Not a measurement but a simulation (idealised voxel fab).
Title: Process Module voxel transistor to metal
Cross-section cut: width 190 nm, square cells of 5 nm.
How to read a cross-section here: the picture is a grid of square cells, written as bands going from the top down, and any band can span one or more rows of cells. Heights first: top, then bottom, in nm. Then materials, left to right, each with a width in nm. "full width" on a single material: fills the band edge to edge. "empty": empty space. For the purposes of this specification, 0 denotes the height below which the wafer in its as-received condition is composed wholly of one material, and the lowermost band, lacking a lower limit, extends downward without end, as expressed in "0 down". Think of "30->40" as a width that walks from the first number to the second as you go down the band, top row to bottom row, taking equal-sized steps from row to row. The designation "no change", where it is given for a processing step, indicates that no cell of the cross-section was altered in the course of that step. For the entry "Closed-off voids", the listed items are empty spaces with no open way to the top whose size is 8 cells or more; each item follows the pattern width x height at distance, where distance is from the left edge and all three are in nm. Step line, after settings: the simulator's comment on this step. "overlay nm" answers the question of how far to the right of plan the mask lay on a step that has a mask, and when it is negative the answer is to the left.

### Planned process steps
step 1: RECEIVE: material Si
step 2: OXIDIZE: depth nm 5
step 3: CONFORMAL_DEP: material SiN, thk nm 15
step 4: PATTERN: tone cover, mask id ACTIVE, material resist, width nm 115, thk nm 20, overlay nm 0
step 5: DIRECTIONAL_ETCH: etch materials SiN, depth nm 15
step 6: DIRECTIONAL_ETCH: etch materials SiO2, depth nm 5
step 7: DIRECTIONAL_ETCH: etch materials Si, depth nm 30
step 8: STRIP: etch materials resist
step 9: OXIDIZE: depth nm 5
step 10: FILL_DEP: material SiO2, thk nm 15
step 11: CMP: height nm 15
step 12: SELECTIVE_ETCH: etch materials SiO2, depth nm 15
step 13: STRIP: etch materials SiN
step 14: SELECTIVE_ETCH: etch materials SiO2, depth nm 5
step 15: OXIDIZE: depth nm 5
step 16: DIRECTIONAL_DEP: material polySi, thk nm 20
step 17: DIRECTIONAL_DEP: material SiCN, thk nm 15
step 18: DIRECTIONAL_DEP: material aC, thk nm 15
step 19: PATTERN: tone cover, mask id GATE, material resist, width nm 25, thk nm 35, overlay nm 0
step 20: DIRECTIONAL_ETCH: etch materials aC, depth nm 15
step 21: STRIP: etch materials resist
step 22: DIRECTIONAL_ETCH: etch materials SiCN, depth nm 25
step 23: DIRECTIONAL_ETCH: etch materials polySi, depth nm 30
step 24: STRIP: etch materials aC
step 25: CONFORMAL_DEP: material SiN, thk nm 10
step 26: DIRECTIONAL_ETCH: etch materials SiN, depth nm 10
step 27: DIRECTIONAL_ETCH: etch materials SiO2, depth nm 5
step 28: DIRECTIONAL_ETCH: etch materials Si, depth nm 15
step 29: EPI: material SiGe, thk nm 15
step 30: FILL_DEP: material SiO2, thk nm 5
step 31: CMP: height nm 15
step 32: STRIP: etch materials polySi
step 33: SELECTIVE_ETCH: etch materials SiO2, depth nm 5
step 34: CONFORMAL_DEP: material HfO2, thk nm 5
step 35: CONFORMAL_DEP: material TiN, thk nm 5
step 36: FILL_DEP: material W, thk nm 10
step 37: CMP: height nm 10
step 38: DIRECTIONAL_DEP: material SiO2, thk nm 10
step 39: DIRECTIONAL_DEP: material aC, thk nm 15
step 40: PATTERN: tone open, mask id CONTACT, material resist, width nm 15, pitch nm 80, thk nm 30, overlay nm 0
step 41: DIRECTIONAL_ETCH: etch materials aC, depth nm 15
step 42: STRIP: etch materials resist
step 43: DIRECTIONAL_ETCH: etch materials SiO2, depth nm 30
step 44: STRIP: etch materials aC
step 45: CONFORMAL_DEP: material TiN, thk nm 5
step 46: FILL_DEP: material Ru, thk nm 5
step 47: CMP: height nm 20
step 48: CONFORMAL_DEP: material SiCN, thk nm 5
step 49: DIRECTIONAL_DEP: material SiO2, thk nm 25
step 50: MASKED_ETCH: tone open, mask id METAL_1, width nm 15, pitch nm 80, etch materials SiO2, depth nm 25, overlay nm 0
step 51: MASKED_ETCH: tone open, mask id METAL_1, width nm 15, pitch nm 80, etch materials SiCN, depth nm 5, overlay nm 0
step 52: CONFORMAL_DEP: material TiN, thk nm 5
step 53: FILL_DEP: material Cu, thk nm 10
step 54: CMP: height nm 50
step 55: CONFORMAL_DEP: material SiCN, thk nm 5
Among the wafers covered here, the point of difference is the width nm at step 19; their starting state is shared, and the plan presents the value of the first wafer.

### Cross-sectional view of the first of several wafers in the as-received condition, corresponding to the state following step 1
0 down: Si full width
Closed-off voids: none

### Here is the cross-section of the first of several wafers at the end of the module, after its last step, step 55
55 to 50: SiCN full width
50 to 25: 45 nm SiO2, 5 nm TiN, 5 nm Cu, 5 nm TiN, 65 nm SiO2, 5 nm TiN, 5 nm Cu, 5 nm TiN, 50 nm SiO2
25 to 20: 45 nm SiCN, 15 nm TiN, 65 nm SiCN, 15 nm TiN, 50 nm SiCN
20 to 10: 45 nm SiO2, 5 nm TiN, 5 nm Ru, 5 nm TiN, 65 nm SiO2, 5 nm TiN, 5 nm Ru, 5 nm TiN, 50 nm SiO2
10 to 5: 45 nm SiO2, 15 nm TiN, 10 nm SiO2, 10 nm SiN, 5 nm HfO2, 5 nm TiN, 5 nm W, 5 nm TiN, 5 nm HfO2, 10 nm SiN, 10 nm SiO2, 15 nm TiN, 50 nm SiO2
5 to 0: 45 nm SiO2, 10 nm TiN, 15 nm SiGe, 10 nm SiN, 5 nm HfO2, 5 nm TiN, 5 nm W, 5 nm TiN, 5 nm HfO2, 10 nm SiN, 15 nm SiGe, 10 nm TiN, 50 nm SiO2
0 to -5: 45 nm SiO2, 10 nm TiN, 15 nm SiGe, 10 nm SiN, 5 nm HfO2, 15 nm TiN, 5 nm HfO2, 10 nm SiN, 15 nm SiGe, 10 nm TiN, 50 nm SiO2
-5 to -10: 45 nm SiO2, 10 nm TiN, 15 nm SiGe, 5 nm SiO2, 35 nm HfO2, 5 nm SiO2, 15 nm SiGe, 10 nm TiN, 50 nm SiO2
-10 to -25: 40 nm SiO2, 30 nm SiGe, 45 nm Si, 30 nm SiGe, 45 nm SiO2
-25 to -40: 40 nm SiO2, 105 nm Si, 45 nm SiO2
-40 down: Si full width
Closed-off voids: none

### Cross-sectional view of the final wafer of several at the module's end
55 to 50: SiCN full width
50 to 25: 45 nm SiO2, 5 nm TiN, 5 nm Cu, 5 nm TiN, 65 nm SiO2, 5 nm TiN, 5 nm Cu, 5 nm TiN, 50 nm SiO2
25 to 20: 45 nm SiCN, 15 nm TiN, 65 nm SiCN, 15 nm TiN, 50 nm SiCN
20 to 15: 45 nm SiO2, 5 nm TiN, 5 nm Ru, 5 nm TiN, 65 nm SiO2, 5 nm TiN, 5 nm Ru, 5 nm TiN, 50 nm SiO2
15 to 10: 45 nm SiO2, 5 nm TiN, 5 nm Ru, 5 nm TiN, 65 nm SiO2, 15 nm TiN, 50 nm SiO2
10 to 5: 45 nm SiO2, 15 nm TiN, 10 nm SiN, 5 nm HfO2, 5 nm TiN, 30 nm W, 5 nm TiN, 5 nm HfO2, 10 nm SiN, 10 nm TiN, 50 nm SiO2
5 to 0: 45 nm SiO2, 15 nm SiGe, 10 nm SiN, 5 nm HfO2, 5 nm TiN, 30 nm W, 5 nm TiN, 5 nm HfO2, 10 nm SiN, 15 nm SiGe, 45 nm SiO2
0 to -5: 45 nm SiO2, 15 nm SiGe, 10 nm SiN, 5 nm HfO2, 40 nm TiN, 5 nm HfO2, 10 nm SiN, 15 nm SiGe, 45 nm SiO2
-5 to -10: 45 nm SiO2, 15 nm SiGe, 5 nm SiO2, 60 nm HfO2, 5 nm SiO2, 15 nm SiGe, 45 nm SiO2
-10 to -25: 40 nm SiO2, 20 nm SiGe, 70 nm Si, 15 nm SiGe, 45 nm SiO2
-25 to -40: 40 nm SiO2, 105 nm Si, 45 nm SiO2
-40 down: Si full width
Closed-off voids: none

### Wafer rows, end of module: cells per material gained (+) or lost (-) since receipt; closed voids last
width nm 25, +10 Cu, +13 HfO2, +4 Ru, -214 Si, +70 SiCN, +54 SiGe, +12 SiN, +408 SiO2, +59 TiN, +2 W, Closed-off voids: none
width nm 30, +10 Cu, +14 HfO2, +4 Ru, -211 Si, +70 SiCN, +51 SiGe, +12 SiN, +407 SiO2, +57 TiN, +4 W, Closed-off voids: none
width nm 35, +10 Cu, +15 HfO2, +4 Ru, -208 Si, +70 SiCN, +48 SiGe, +12 SiN, +406 SiO2, +55 TiN, +6 W, Closed-off voids: none
width nm 40, +10 Cu, +16 HfO2, +4 Ru, -205 Si, +70 SiCN, +45 SiGe, +12 SiN, +405 SiO2, +53 TiN, +8 W, Closed-off voids: none
width nm 45, +10 Cu, +17 HfO2, +4 Ru, -202 Si, +70 SiCN, +42 SiGe, +12 SiN, +404 SiO2, +51 TiN, +10 W, Closed-off voids: none
width nm 50, +10 Cu, +18 HfO2, +3 Ru, -199 Si, +70 SiCN, +39 SiGe, +12 SiN, +401 SiO2, +52 TiN, +12 W, Closed-off voids: none
